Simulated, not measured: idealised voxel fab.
A process module follows: voxel transistor to metal.
Shown is cross-section cut, with a width of 185 nm and square cells of size 5 nm.
Cross-section spec: square-cell grid; bands listed top down; each band is one or more rows.
Quick guide to a band line: top height, bottom height (nm) up front; then every material left to right with its width in nm. Only one material and it's marked "throughout"? Then it fills the band edge to edge. And "empty" just means empty space.
Convention: height 0 is the level below which the wafer, as received, is all one material. The lowest band does not terminate at the bottom but continues downward, represented as "0 -> down".
You'd read "30..40" like this: the band's top row of cells is as wide as the first number, its bottom row is as wide as the second, and going down, every row changes width by the same amount as the row before did.
"nothing different" (step): cross-section cells unchanged, all of them.
In "Voids, sealed" the enclosed voids are listed, meaning empty spaces of 8 cells or larger without any opening to the top. The form is width x height at distance, distance from the left edge, units nm.
Whatever follows a step's settings on its line is a remark the simulator itself makes about that step.
overlay nm: right-of-plan distance of the mask on a masked step; negative values mean left-of-plan.
Below you will find pairs of cross-sections. In each, one shows the wafer before one process step and the other after it, with the after view ending at the lowest band that changed. Under each pair is the step separating them, along with its settings. Do not assume the pairs form a chain: they can come from different runs of this module on the same starting wafer, and a pair continues from the pair above it only when its "Before processing" entry says so.
Before processing:
    70 -> 60 | aC: 40  empty: 20  aC: 60  empty: 20  aC: 45
    60 -> 30 | SiO2: 40  empty: 20  SiO2: 60  empty: 20  SiO2: 45
    30 -> 15 | SiO2: 40  empty: 20  SiO2: 10  SiN: 10  SiCN: 20  SiN: 10  SiO2: 10  empty: 20  SiO2: 45
    15 -> 5 | SiO2: 40  empty: 20  SiO2: 10  SiN: 10  polySi: 20  SiN: 10  SiO2: 10  empty: 20  SiO2: 45
    5 -> -5 | SiO2: 30  SiN: 10  SiO2: 30  SiN: 10  polySi: 20  SiN: 10  SiO2: 30  SiN: 10  SiO2: 35
    -5 -> -10 | SiO2: 40  nSi: 5  SiO2: 20  nSi: 5  SiO2: 40  nSi: 5  SiO2: 20  nSi: 5  SiO2: 45
    -10 -> -15 | SiO2: 35  Si: 5  nSi: 30  Si: 40  nSi: 30  Si: 5  SiO2: 40
    -15 -> -35 | SiO2: 35  Si: 110  SiO2: 40
    -35 -> down | Si throughout
    Voids, sealed: none
Post-Step Appearance:
    60 -> 30 | SiO2: 40  empty: 20  SiO2: 60  empty: 20  SiO2: 45
    At heights below 30, the structure remains unaltered.
    Voids, sealed: none
Formally, the process step situated between the two cross-sections above is STRIP with etch materials aC
Before processing: carried over from the after image of the pair right above.
Post-Step Appearance:
    65 -> 60 | TiN: 45  empty: 10  TiN: 70  empty: 10  TiN: 50
    60 -> 30 | SiO2: 40  TiN: 5  empty: 10  TiN: 5  SiO2: 60  TiN: 5  empty: 10  TiN: 5  SiO2: 45
    30 -> 15 | SiO2: 40  TiN: 5  empty: 10  TiN: 5  SiO2: 10  SiN: 10  SiCN: 20  SiN: 10  SiO2: 10  TiN: 5  empty: 10  TiN: 5  SiO2: 45
    15 -> 10 | SiO2: 40  TiN: 5  empty: 10  TiN: 5  SiO2: 10  SiN: 10  polySi: 20  SiN: 10  SiO2: 10  TiN: 5  empty: 10  TiN: 5  SiO2: 45
    10 -> 5 | SiO2: 40  TiN: 20  SiO2: 10  SiN: 10  polySi: 20  SiN: 10  SiO2: 10  TiN: 20  SiO2: 45
    At heights below 5, the structure remains unaltered.
    Voids, sealed: none
Formally, the process step situated between the two cross-sections above is CONFORMAL_DEP with material TiN, thk nm 5
Before processing: carried over from the after image of the pair right above.
Post-Step Appearance:
    75 -> 65 | Ru throughout
    65 -> 60 | TiN: 45  Ru: 10  TiN: 70  Ru: 10  TiN: 50
    60 -> 30 | SiO2: 40  TiN: 5  Ru: 10  TiN: 5  SiO2: 60  TiN: 5  Ru: 10  TiN: 5  SiO2: 45
    30 -> 15 | SiO2: 40  TiN: 5  Ru: 10  TiN: 5  SiO2: 10  SiN: 10  SiCN: 20  SiN: 10  SiO2: 10  TiN: 5  Ru: 10  TiN: 5  SiO2: 45
    15 -> 10 | SiO2: 40  TiN: 5  Ru: 10  TiN: 5  SiO2: 10  SiN: 10  polySi: 20  SiN: 10  SiO2: 10  TiN: 5  Ru: 10  TiN: 5  SiO2: 45
    At heights below 10, the structure remains unaltered.
    Voids, sealed: none
Formally, the process step situated between the two cross-sections above is FILL_DEP with material Ru, thk nm 10
Before processing: carried over from the after image of the pair right above.
Post-Step Appearance:
    45 -> 30 | SiO2: 40  TiN: 5  Ru: 10  TiN: 5  SiO2: 60  TiN: 5  Ru: 10  TiN: 5  SiO2: 45
    At heights below 30, the structure remains unaltered.
    Voids, sealed: none
Formally, the process step situated between the two cross-sections above is CMP with height nm 45
Before processing: carried over from the after image of the pair right above.
Post-Step Appearance:
    50 -> 45 | SiN throughout
    At heights below 45, the structure remains unaltered.
    Voids, sealed: none
Formally, the process step situated between the two cross-sections above is CONFORMAL_DEP with material SiN, thk nm 5
Before processing: carried over from the after image of the pair right above.
Post-Step Appearance:
    65 -> 50 | SiO2 throughout
    At heights below 50, the structure remains unaltered.
    Voids, sealed: none
Formally, the process step situated between the two cross-sections above is DIRECTIONAL_DEP with material SiO2, thk nm 15
Before processing: carried over from the after image of the pair right above.
Post-Step Appearance:
    65 -> 50 | SiO2: 40  empty: 20  SiO2: 60  empty: 20  SiO2: 45
    At heights below 50, the structure remains unaltered.
    Voids, sealed: none
Formally, the process step situated between the two cross-sections above is MASKED_ETCH with tone open, mask id METAL_1, width nm 20, pitch nm 80, etch materials SiO2, depth nm 15, overlay nm 0
Before processing: carried over from the after image of the pair right above.
Post-Step Appearance:
    65 -> 50 | SiO2: 40  empty: 20  SiO2: 60  empty: 20  SiO2: 45
    50 -> 45 | SiN: 40  empty: 20  SiN: 60  empty: 20  SiN: 45
    At heights below 45, the structure remains unaltered.
    Voids, sealed: none
Formally, the process step situated between the two cross-sections above is MASKED_ETCH with tone open, mask id METAL_1, width nm 20, pitch nm 80, etch materials SiN, depth nm 5, overlay nm 0
Before processing: carried over from the after image of the pair right above.
Post-Step Appearance:
    70 -> 65 | TiN: 45  empty: 10  TiN: 70  empty: 10  TiN: 50
    65 -> 50 | SiO2: 40  TiN: 5  empty: 10  TiN: 5  SiO2: 60  TiN: 5  empty: 10  TiN: 5  SiO2: 45
    50 -> 45 | SiN: 40  TiN: 20  SiN: 60  TiN: 20  SiN: 45
    At heights below 45, the structure remains unaltered.
    Voids, sealed: none
Formally, the process step situated between the two cross-sections above is CONFORMAL_DEP with material TiN, thk nm 5
Before processing: carried over from the after image of the pair right above.
Post-Step Appearance:
    75 -> 70 | Cu throughout
    70 -> 65 | TiN: 45  Cu: 10  TiN: 70  Cu: 10  TiN: 50
    65 -> 50 | SiO2: 40  TiN: 5  Cu: 10  TiN: 5  SiO2: 60  TiN: 5  Cu: 10  TiN: 5  SiO2: 45
    At heights below 50, the structure remains unaltered.
    Voids, sealed: none
Formally, the process step situated between the two cross-sections above is FILL_DEP with material Cu, thk nm 5
Before processing: carried over from the after image of the pair right above.
Post-Step Appearance:
    65 -> 50 | SiO2: 40  TiN: 5  Cu: 10  TiN: 5  SiO2: 60  TiN: 5  Cu: 10  TiN: 5  SiO2: 45
    At heights below 50, the structure remains unaltered.
    Voids, sealed: none
Formally, the process step situated between the two cross-sections above is CMP with height nm 65
Before processing: carried over from the after image of the pair right above.
Post-Step Appearance:
    70 -> 65 | empty: 35  Ru: 30  empty: 50  Ru: 30  empty: 40
    At heights below 65, the structure remains unaltered.
    Voids, sealed: none
Formally, the process step situated between the two cross-sections above is EPI with material Ru, thk nm 5
Before processing: carried over from the after image of the pair right above.
Post-Step Appearance:
    75 -> 70 | SiCN throughout
    70 -> 65 | SiCN: 35  Ru: 30  SiCN: 50  Ru: 30  SiCN: 40
    At heights below 65, the structure remains unaltered.
    Voids, sealed: none
Formally, the process step situated between the two cross-sections above is FILL_DEP with material SiCN, thk nm 5
Before processing: carried over from the after image of the pair right above.
Post-Step Appearance:
    105 -> 75 | lowk throughout
    At heights below 75, the structure remains unaltered.
    Voids, sealed: none
Formally, the process step situated between the two cross-sections above is DIRECTIONAL_DEP with material lowk, thk nm 30
Before processing: carried over from the after image of the pair right above.
Post-Step Appearance:
    105 -> 90 | lowk: 40  empty: 20  lowk: 60  empty: 20  lowk: 45
    At heights below 90, the structure remains unaltered.
    Voids, sealed: none
Formally, the process step situated between the two cross-sections above is MASKED_ETCH with tone open, mask id METAL_2, width nm 20, pitch nm 80, etch materials lowk, depth nm 15, overlay nm 0
Before processing: carried over from the after image of the pair right above.
Post-Step Appearance:
    120 -> 105 | resist: 40  empty: 15  resist: 65  empty: 15  resist: 50
    105 -> 90 | lowk: 40  empty: 15  resist: 5  lowk: 60  empty: 15  resist: 5  lowk: 45
    At heights below 90, the structure remains unaltered.
    Voids, sealed: none
Formally, the process step situated between the two cross-sections above is PATTERN with tone open, mask id METAL_2_HOLES, material resist, width nm 15, pitch nm 80, thk nm 15, overlay nm 0
Before processing: carried over from the after image of the pair right above.
Post-Step Appearance:
    120 -> 105 | resist: 40  empty: 15  resist: 65  empty: 15  resist: 50
    105 -> 90 | lowk: 40  empty: 15  resist: 5  lowk: 60  empty: 15  resist: 5  lowk: 45
    90 -> 75 | lowk: 40  empty: 15  lowk: 65  empty: 15  lowk: 50
    At heights below 75, the structure remains unaltered.
    Voids, sealed: none
Formally, the process step situated between the two cross-sections above is DIRECTIONAL_ETCH with etch materials lowk, depth nm 15
Before processing: carried over from the after image of the pair right above.
Post-Step Appearance:
    120 -> 105 | resist: 40  empty: 15  resist: 65  empty: 15  resist: 50
    105 -> 90 | lowk: 40  empty: 15  resist: 5  lowk: 60  empty: 15  resist: 5  lowk: 45
    90 -> 75 | lowk: 40  empty: 15  lowk: 65  empty: 15  lowk: 50
    75 -> 70 | SiCN: 40  empty: 15  SiCN: 65  empty: 15  SiCN: 50
    At heights below 70, the structure remains unaltered.
    Voids, sealed: none
Formally, the process step situated between the two cross-sections above is DIRECTIONAL_ETCH with etch materials SiCN, depth nm 5
Before processing: carried over from the after image of the pair right above.
Post-Step Appearance:
    105 -> 90 | lowk: 40  empty: 20  lowk: 60  empty: 20  lowk: 45
    At heights below 90, the structure remains unaltered.
    Voids, sealed: none
Formally, the process step situated between the two cross-sections above is STRIP with etch materials resist
Before processing: carried over from the after image of the pair right above.
Post-Step Appearance:
    110 -> 105 | TiN: 45  empty: 10  TiN: 70  empty: 10  TiN: 50
    105 -> 95 | lowk: 40  TiN: 5  empty: 10  TiN: 5  lowk: 60  TiN: 5  empty: 10  TiN: 5  lowk: 45
    95 -> 90 | lowk: 40  TiN: 5  empty: 5  TiN: 10  lowk: 60  TiN: 5  empty: 5  TiN: 10  lowk: 45
    90 -> 75 | lowk: 40  TiN: 5  empty: 5  TiN: 5  lowk: 65  TiN: 5  empty: 5  TiN: 5  lowk: 50
    75 -> 70 | SiCN: 40  TiN: 15  SiCN: 65  TiN: 15  SiCN: 50
    At heights below 70, the structure remains unaltered.
    Voids, sealed: none
Formally, the process step situated between the two cross-sections above is CONFORMAL_DEP with material TiN, thk nm 5
Before processing: carried over from the after image of the pair right above.
Post-Step Appearance:
    120 -> 110 | Cu throughout
    110 -> 105 | TiN: 45  Cu: 10  TiN: 70  Cu: 10  TiN: 50
    105 -> 95 | lowk: 40  TiN: 5  Cu: 10  TiN: 5  lowk: 60  TiN: 5  Cu: 10  TiN: 5  lowk: 45
    95 -> 90 | lowk: 40  TiN: 5  Cu: 5  TiN: 10  lowk: 60  TiN: 5  Cu: 5  TiN: 10  lowk: 45
    90 -> 75 | lowk: 40  TiN: 5  Cu: 5  TiN: 5  lowk: 65  TiN: 5  Cu: 5  TiN: 5  lowk: 50
    At heights below 75, the structure remains unaltered.
    Voids, sealed: none
Formally, the process step situated between the two cross-sections above is FILL_DEP with material Cu, thk nm 10
Before processing: carried over from the after image of the pair right above.
Post-Step Appearance:
    105 -> 95 | lowk: 40  TiN: 5  Cu: 10  TiN: 5  lowk: 60  TiN: 5  Cu: 10  TiN: 5  lowk: 45
    At heights below 95, the structure remains unaltered.
    Voids, sealed: none
Formally, the process step situated between the two cross-sections above is CMP with height nm 105
Before processing: carried over from the after image of the pair right above.
Post-Step Appearance:
    110 -> 105 | SiCN throughout
    At heights below 105, the structure remains unaltered.
    Voids, sealed: none
Formally, the process step situated between the two cross-sections above is CONFORMAL_DEP with material SiCN, thk nm 5
Before processing:
    90 -> 75 | lowk: 40  empty: 20  lowk: 60  empty: 20  lowk: 45
    75 -> 70 | SiCN throughout
    70 -> 65 | SiCN: 35  Ru: 30  SiCN: 50  Ru: 30  SiCN: 40
    65 -> 50 | SiO2: 40  TiN: 5  Cu: 10  TiN: 5  SiO2: 60  TiN: 5  Cu: 10  TiN: 5  SiO2: 45
    50 -> 45 | SiN: 40  TiN: 20  SiN: 60  TiN: 20  SiN: 45
    45 -> 30 | SiO2: 40  TiN: 5  Ru: 10  TiN: 5  SiO2: 60  TiN: 5  Ru: 10  TiN: 5  SiO2: 45
    30 -> 15 | SiO2: 40  TiN: 5  Ru: 10  TiN: 5  SiO2: 10  SiN: 10  SiCN: 20  SiN: 10  SiO2: 10  TiN: 5  Ru: 10  TiN: 5  SiO2: 45
    15 -> 5 | SiO2: 40  TiN: 5  Ru: 10  TiN: 5  SiO2: 10  SiN: 10  polySi: 20  SiN: 10  SiO2: 10  TiN: 5  Ru: 10  TiN: 5  SiO2: 45
    5 -> -5 | SiO2: 30  SiN: 10  TiN: 5..10  Ru: 10..5  TiN: 5  SiO2: 10  SiN: 10  polySi: 20  SiN: 10  SiO2: 10  TiN: 5  Ru: 10..5  TiN: 5..10  SiN: 10  SiO2: 35
    -5 -> -10 | SiO2: 40  nSi: 5  TiN: 15  SiO2: 5  nSi: 5  SiO2: 40  nSi: 5  SiO2: 5  TiN: 15  nSi: 5  SiO2: 45
    -10 -> -15 | SiO2: 35  Si: 5  nSi: 30  Si: 40  nSi: 30  Si: 5  SiO2: 40
    -15 -> -35 | SiO2: 35  Si: 110  SiO2: 40
    -35 -> down | Si throughout
    Voids, sealed: none
Post-Step Appearance:
    105 -> 90 | resist: 40  empty: 15  resist: 65  empty: 15  resist: 50
    90 -> 75 | lowk: 40  empty: 15  resist: 5  lowk: 60  empty: 15  resist: 5  lowk: 45
    At heights below 75, the structure remains unaltered.
    Voids, sealed: none
Formally, the process step situated between the two cross-sections above is PATTERN with tone open, mask id METAL_2_HOLES, material resist, width nm 15, pitch nm 80, thk nm 15, overlay nm 0
Before processing: carried over from the after image of the pair right above.
Post-Step Appearance:
    105 -> 90 | resist: 40  empty: 15  resist: 65  empty: 15  resist: 50
    90 -> 75 | lowk: 40  empty: 15  resist: 5  lowk: 60  empty: 15  resist: 5  lowk: 45
    75 -> 70 | SiCN: 40  empty: 15  SiCN: 65  empty: 15  SiCN: 50
    At heights below 70, the structure remains unaltered.
    Voids, sealed: none
Formally, the process step situated between the two cross-sections above is DIRECTIONAL_ETCH with etch materials SiCN, depth nm 5
Before processing: carried over from the after image of the pair right above.
Post-Step Appearance:
    90 -> 75 | lowk: 40  empty: 20  lowk: 60  empty: 20  lowk: 45
    At heights below 75, the structure remains unaltered.
    Voids, sealed: none
Formally, the process step situated between the two cross-sections above is STRIP with etch materials resist
Before processing: carried over from the after image of the pair right above.
Post-Step Appearance:
    95 -> 90 | TiN: 45  empty: 10  TiN: 70  empty: 10  TiN: 50
    90 -> 80 | lowk: 40  TiN: 5  empty: 10  TiN: 5  lowk: 60  TiN: 5  empty: 10  TiN: 5  lowk: 45
    80 -> 75 | lowk: 40  TiN: 5  empty: 5  TiN: 10  lowk: 60  TiN: 5  empty: 5  TiN: 10  lowk: 45
    75 -> 70 | SiCN: 40  TiN: 15  SiCN: 65  TiN: 15  SiCN: 50
    At heights below 70, the structure remains unaltered.
    Voids, sealed: none
Formally, the process step situated between the two cross-sections above is CONFORMAL_DEP with material TiN, thk nm 5
Before processing: carried over from the after image of the pair right above.
Post-Step Appearance:
    105 -> 95 | Cu throughout
    95 -> 90 | TiN: 45  Cu: 10  TiN: 70  Cu: 10  TiN: 50
    90 -> 80 | lowk: 40  TiN: 5  Cu: 10  TiN: 5  lowk: 60  TiN: 5  Cu: 10  TiN: 5  lowk: 45
    80 -> 75 | lowk: 40  TiN: 5  Cu: 5  TiN: 10  lowk: 60  TiN: 5  Cu: 5  TiN: 10  lowk: 45
    At heights below 75, the structure remains unaltered.
    Voids, sealed: none
Formally, the process step situated between the two cross-sections above is FILL_DEP with material Cu, thk nm 10
Before processing: carried over from the after image of the pair right above.
Post-Step Appearance:
    110 -> 105 | SiCN throughout
    At heights below 105, the structure remains unaltered.
    Voids, sealed: none
Formally, the process step situated between the two cross-sections above is CONFORMAL_DEP with material SiCN, thk nm 5
Before processing:
    35 -> 30 | SiO2 throughout
    30 -> 15 | SiO2: 70  SiN: 10  SiCN: 20  SiN: 10  SiO2: 75
    15 -> 5 | SiO2: 70  SiN: 10  polySi: 20  SiN: 10  SiO2: 75
    5 -> -5 | SiO2: 30  SiN: 10  SiO2: 30  SiN: 10  polySi: 20  SiN: 10  SiO2: 30  SiN: 10  SiO2: 35
    -5 -> -10 | SiO2: 40  nSi: 5  SiO2: 20  nSi: 5  SiO2: 40  nSi: 5  SiO2: 20  nSi: 5  SiO2: 45
    -10 -> -15 | SiO2: 35  Si: 5  nSi: 30  Si: 40  nSi: 30  Si: 5  SiO2: 40
    -15 -> -35 | SiO2: 35  Si: 110  SiO2: 40
    -35 -> down | Si throughout
    Voids, sealed: none
Post-Step Appearance:
    25 -> 15 | SiO2: 70  SiN: 10  SiCN: 20  SiN: 10  SiO2: 75
    At heights below 15, the structure remains unaltered.
    Voids, sealed: none
Formally, the process step situated between the two cross-sections above is CMP with height nm 25
Before processing: carried over from the after image of the pair right above.
Post-Step Appearance:
    40 -> 25 | SiO2 throughout
    At heights below 25, the structure remains unaltered.
    Voids, sealed: none
Formally, the process step situated between the two cross-sections above is DIRECTIONAL_DEP with material SiO2, thk nm 15
Before processing: carried over from the after image of the pair right above.
Post-Step Appearance:
    50 -> 40 | aC throughout
    At heights below 40, the structure remains unaltered.
    Voids, sealed: none
Formally, the process step situated between the two cross-sections above is DIRECTIONAL_DEP with material aC, thk nm 10
Before processing: carried over from the after image of the pair right above.
Post-Step Appearance:
    80 -> 50 | resist: 40  empty: 20  resist: 60  empty: 20  resist: 45
    At heights below 50, the structure remains unaltered.
    Voids, sealed: none
Formally, the process step situated between the two cross-sections above is PATTERN with tone open, mask id CONTACT, material resist, width nm 20, pitch nm 80, thk nm 30, overlay nm 0
Before processing: carried over from the after image of the pair right above.
Post-Step Appearance:
    70 -> 50 | resist: 40  empty: 20  resist: 60  empty: 20  resist: 45
    50 -> 40 | aC: 40  empty: 20  aC: 60  empty: 20  aC: 45
    At heights below 40, the structure remains unaltered.
    Voids, sealed: none
Formally, the process step situated between the two cross-sections above is DIRECTIONAL_ETCH with etch materials aC, depth nm 10
Before processing: carried over from the after image of the pair right above.
Post-Step Appearance:
    50 -> 40 | aC: 40  empty: 20  aC: 60  empty: 20  aC: 45
    At heights below 40, the structure remains unaltered.
    Voids, sealed: none
Formally, the process step situated between the two cross-sections above is STRIP with etch materials resist
Before processing: carried over from the after image of the pair right above.
Post-Step Appearance:
    50 -> 40 | aC: 40  empty: 20  aC: 60  empty: 20  aC: 45
    40 -> 25 | SiO2: 40  empty: 20  SiO2: 60  empty: 20  SiO2: 45
    25 -> 15 | SiO2: 40  empty: 20  SiO2: 10  SiN: 10  SiCN: 20  SiN: 10  SiO2: 10  empty: 20  SiO2: 45
    15 -> 5 | SiO2: 40  empty: 20  SiO2: 10  SiN: 10  polySi: 20  SiN: 10  SiO2: 10  empty: 20  SiO2: 45
    5 -> -5 | SiO2: 30  SiN: 10  empty: 20  SiO2: 10  SiN: 10  polySi: 20  SiN: 10  SiO2: 10  empty: 20  SiN: 10  SiO2: 35
    -5 -> -10 | SiO2: 40  nSi: 5  empty: 15  SiO2: 5  nSi: 5  SiO2: 40  nSi: 5  SiO2: 5  empty: 15  nSi: 5  SiO2: 45
    At heights below -10, the structure remains unaltered.
    Voids, sealed: none
Formally, the process step situated between the two cross-sections above is DIRECTIONAL_ETCH with etch materials SiO2, depth nm 55
Before processing: carried over from the after image of the pair right above.
Post-Step Appearance:
    40 -> 25 | SiO2: 40  empty: 20  SiO2: 60  empty: 20  SiO2: 45
    At heights below 25, the structure remains unaltered.
    Voids, sealed: none
Formally, the process step situated between the two cross-sections above is STRIP with etch materials aC
Before processing: carried over from the after image of the pair right above.
Post-Step Appearance:
    45 -> 40 | TiN: 45  empty: 10  TiN: 70  empty: 10  TiN: 50
    40 -> 25 | SiO2: 40  TiN: 5  empty: 10  TiN: 5  SiO2: 60  TiN: 5  empty: 10  TiN: 5  SiO2: 45
    25 -> 15 | SiO2: 40  TiN: 5  empty: 10  TiN: 5  SiO2: 10  SiN: 10  SiCN: 20  SiN: 10  SiO2: 10  TiN: 5  empty: 10  TiN: 5  SiO2: 45
    15 -> 5 | SiO2: 40  TiN: 5  empty: 10  TiN: 5  SiO2: 10  SiN: 10  polySi: 20  SiN: 10  SiO2: 10  TiN: 5  empty: 10  TiN: 5  SiO2: 45
    5 -> -5 | SiO2: 30  SiN: 10  TiN: 5..10  empty: 10..5  TiN: 5  SiO2: 10  SiN: 10  polySi: 20  SiN: 10  SiO2: 10  TiN: 5  empty: 10..5  TiN: 5..10  SiN: 10  SiO2: 35
    -5 -> -10 | SiO2: 40  nSi: 5  TiN: 15  SiO2: 5  nSi: 5  SiO2: 40  nSi: 5  SiO2: 5  TiN: 15  nSi: 5  SiO2: 45
    At heights below -10, the structure remains unaltered.
    Voids, sealed: none
Formally, the process step situated between the two cross-sections above is CONFORMAL_DEP with material TiN, thk nm 5
Before processing: carried over from the after image of the pair right above.
Post-Step Appearance:
    55 -> 45 | Ru throughout
    45 -> 40 | TiN: 45  Ru: 10  TiN: 70  Ru: 10  TiN: 50
    40 -> 25 | SiO2: 40  TiN: 5  Ru: 10  TiN: 5  SiO2: 60  TiN: 5  Ru: 10  TiN: 5  SiO2: 45
    25 -> 15 | SiO2: 40  TiN: 5  Ru: 10  TiN: 5  SiO2: 10  SiN: 10  SiCN: 20  SiN: 10  SiO2: 10  TiN: 5  Ru: 10  TiN: 5  SiO2: 45
    15 -> 5 | SiO2: 40  TiN: 5  Ru: 10  TiN: 5  SiO2: 10  SiN: 10  polySi: 20  SiN: 10  SiO2: 10  TiN: 5  Ru: 10  TiN: 5  SiO2: 45
    5 -> -5 | SiO2: 30  SiN: 10  TiN: 5..10  Ru: 10..5  TiN: 5  SiO2: 10  SiN: 10  polySi: 20  SiN: 10  SiO2: 10  TiN: 5  Ru: 10..5  TiN: 5..10  SiN: 10  SiO2: 35
    At heights below -5, the structure remains unaltered.
    Voids, sealed: none
Formally, the process step situated between the two cross-sections above is FILL_DEP with material Ru, thk nm 10
Before processing: carried over from the after image of the pair right above.
Post-Step Appearance:
    45 -> 40 | TiN: 45  Ru: 10  TiN: 70  Ru: 10  TiN: 50
    At heights below 40, the structure remains unaltered.
    Voids, sealed: none
Formally, the process step situated between the two cross-sections above is CMP with height nm 45
Before processing: carried over from the after image of the pair right above.
Post-Step Appearance:
    50 -> 45 | SiN throughout
    At heights below 45, the structure remains unaltered.
    Voids, sealed: none
Formally, the process step situated between the two cross-sections above is CONFORMAL_DEP with material SiN, thk nm 5
Before processing: carried over from the after image of the pair right above.
Post-Step Appearance:
    65 -> 50 | SiO2 throughout
    At heights below 50, the structure remains unaltered.
    Voids, sealed: none
Formally, the process step situated between the two cross-sections above is DIRECTIONAL_DEP with material SiO2, thk nm 15
Before processing: carried over from the after image of the pair right above.
Post-Step Appearance:
    65 -> 50 | SiO2: 40  empty: 20  SiO2: 60  empty: 20  SiO2: 45
    At heights below 50, the structure remains unaltered.
    Voids, sealed: none
Formally, the process step situated between the two cross-sections above is MASKED_ETCH with tone open, mask id METAL_1, width nm 20, pitch nm 80, etch materials SiO2, depth nm 15, overlay nm 0
Before processing: carried over from the after image of the pair right above.
Post-Step Appearance:
    65 -> 50 | SiO2: 40  empty: 20  SiO2: 60  empty: 20  SiO2: 45
    50 -> 45 | SiN: 40  empty: 20  SiN: 60  empty: 20  SiN: 45
    At heights below 45, the structure remains unaltered.
    Voids, sealed: none
Formally, the process step situated between the two cross-sections above is MASKED_ETCH with tone open, mask id METAL_1, width nm 20, pitch nm 80, etch materials SiN, depth nm 5, overlay nm 0
Before processing: carried over from the after image of the pair right above.
Post-Step Appearance:
    70 -> 65 | TiN: 45  empty: 10  TiN: 70  empty: 10  TiN: 50
    65 -> 50 | SiO2: 40  TiN: 5  empty: 10  TiN: 5  SiO2: 60  TiN: 5  empty: 10  TiN: 5  SiO2: 45
    50 -> 45 | SiN: 40  TiN: 20  SiN: 60  TiN: 20  SiN: 45
    At heights below 45, the structure remains unaltered.
    Voids, sealed: none
Formally, the process step situated between the two cross-sections above is CONFORMAL_DEP with material TiN, thk nm 5
Before processing: carried over from the after image of the pair right above.
Post-Step Appearance:
    75 -> 70 | Cu throughout
    70 -> 65 | TiN: 45  Cu: 10  TiN: 70  Cu: 10  TiN: 50
    65 -> 50 | SiO2: 40  TiN: 5  Cu: 10  TiN: 5  SiO2: 60  TiN: 5  Cu: 10  TiN: 5  SiO2: 45
    At heights below 50, the structure remains unaltered.
    Voids, sealed: none
Formally, the process step situated between the two cross-sections above is FILL_DEP with material Cu, thk nm 5
Before processing: carried over from the after image of the pair right above.
Post-Step Appearance:
    65 -> 50 | SiO2: 40  TiN: 5  Cu: 10  TiN: 5  SiO2: 60  TiN: 5  Cu: 10  TiN: 5  SiO2: 45
    At heights below 50, the structure remains unaltered.
    Voids, sealed: none
Formally, the process step situated between the two cross-sections above is CMP with height nm 65
Before processing: carried over from the after image of the pair right above.
Post-Step Appearance:
    70 -> 65 | empty: 35  Ru: 30  empty: 50  Ru: 30  empty: 40
    At heights below 65, the structure remains unaltered.
    Voids, sealed: none
Formally, the process step situated between the two cross-sections above is EPI with material Ru, thk nm 5
Before processing: carried over from the after image of the pair right above.
Post-Step Appearance:
    75 -> 70 | SiCN throughout
    70 -> 65 | SiCN: 35  Ru: 30  SiCN: 50  Ru: 30  SiCN: 40
    At heights below 65, the structure remains unaltered.
    Voids, sealed: none
Formally, the process step situated between the two cross-sections above is FILL_DEP with material SiCN, thk nm 5
Before processing: carried over from the after image of the pair right above.
Post-Step Appearance:
    105 -> 75 | lowk throughout
    At heights below 75, the structure remains unaltered.
    Voids, sealed: none
Formally, the process step situated between the two cross-sections above is DIRECTIONAL_DEP with material lowk, thk nm 30
Before processing: carried over from the after image of the pair right above.
Post-Step Appearance:
    105 -> 90 | lowk: 40  empty: 20  lowk: 60  empty: 20  lowk: 45
    At heights below 90, the structure remains unaltered.
    Voids, sealed: none
Formally, the process step situated between the two cross-sections above is MASKED_ETCH with tone open, mask id METAL_2, width nm 20, pitch nm 80, etch materials lowk, depth nm 15, overlay nm 0
Before processing: carried over from the after image of the pair right above.
Post-Step Appearance:
    120 -> 105 | resist: 40  empty: 15  resist: 65  empty: 15  resist: 50
    105 -> 90 | lowk: 40  empty: 15  resist: 5  lowk: 60  empty: 15  resist: 5  lowk: 45
    At heights below 90, the structure remains unaltered.
    Voids, sealed: none
Formally, the process step situated between the two cross-sections above is PATTERN with tone open, mask id METAL_2_HOLES, material resist, width nm 15, pitch nm 80, thk nm 15, overlay nm 0
Before processing: carried over from the after image of the pair right above.
Post-Step Appearance:
    120 -> 105 | resist: 40  empty: 15  resist: 65  empty: 15  resist: 50
    105 -> 90 | lowk: 40  empty: 15  resist: 5  lowk: 60  empty: 15  resist: 5  lowk: 45
    90 -> 75 | lowk: 40  empty: 15  lowk: 65  empty: 15  lowk: 50
    At heights below 75, the structure remains unaltered.
    Voids, sealed: none
Formally, the process step situated between the two cross-sections above is DIRECTIONAL_ETCH with etch materials lowk, depth nm 15
Before processing: carried over from the after image of the pair right above.
Post-Step Appearance:
    120 -> 105 | resist: 40  empty: 15  resist: 65  empty: 15  resist: 50
    105 -> 90 | lowk: 40  empty: 15  resist: 5  lowk: 60  empty: 15  resist: 5  lowk: 45
    90 -> 75 | lowk: 40  empty: 15  lowk: 65  empty: 15  lowk: 50
    75 -> 70 | SiCN: 40  empty: 15  SiCN: 65  empty: 15  SiCN: 50
    At heights below 70, the structure remains unaltered.
    Voids, sealed: none
Formally, the process step situated between the two cross-sections above is DIRECTIONAL_ETCH with etch materials SiCN, depth nm 5
Before processing: carried over from the after image of the pair right above.
Post-Step Appearance:
    105 -> 90 | lowk: 40  empty: 20  lowk: 60  empty: 20  lowk: 45
    At heights below 90, the structure remains unaltered.
    Voids, sealed: none
Formally, the process step situated between the two cross-sections above is STRIP with etch materials resist
Before processing: carried over from the after image of the pair right above.
Post-Step Appearance:
    110 -> 105 | TiN: 45  empty: 10  TiN: 70  empty: 10  TiN: 50
    105 -> 95 | lowk: 40  TiN: 5  empty: 10  TiN: 5  lowk: 60  TiN: 5  empty: 10  TiN: 5  lowk: 45
    95 -> 90 | lowk: 40  TiN: 5  empty: 5  TiN: 10  lowk: 60  TiN: 5  empty: 5  TiN: 10  lowk: 45
    90 -> 75 | lowk: 40  TiN: 5  empty: 5  TiN: 5  lowk: 65  TiN: 5  empty: 5  TiN: 5  lowk: 50
    75 -> 70 | SiCN: 40  TiN: 15  SiCN: 65  TiN: 15  SiCN: 50
    At heights below 70, the structure remains unaltered.
    Voids, sealed: none
Formally, the process step situated between the two cross-sections above is CONFORMAL_DEP with material TiN, thk nm 5
Before processing: carried over from the after image of the pair right above.
Post-Step Appearance:
    120 -> 110 | Cu throughout
    110 -> 105 | TiN: 45  Cu: 10  TiN: 70  Cu: 10  TiN: 50
    105 -> 95 | lowk: 40  TiN: 5  Cu: 10  TiN: 5  lowk: 60  TiN: 5  Cu: 10  TiN: 5  lowk: 45
    95 -> 90 | lowk: 40  TiN: 5  Cu: 5  TiN: 10  lowk: 60  TiN: 5  Cu: 5  TiN: 10  lowk: 45
    90 -> 75 | lowk: 40  TiN: 5  Cu: 5  TiN: 5  lowk: 65  TiN: 5  Cu: 5  TiN: 5  lowk: 50
    At heights below 75, the structure remains unaltered.
    Voids, sealed: none
Formally, the process step situated between the two cross-sections above is FILL_DEP with material Cu, thk nm 10
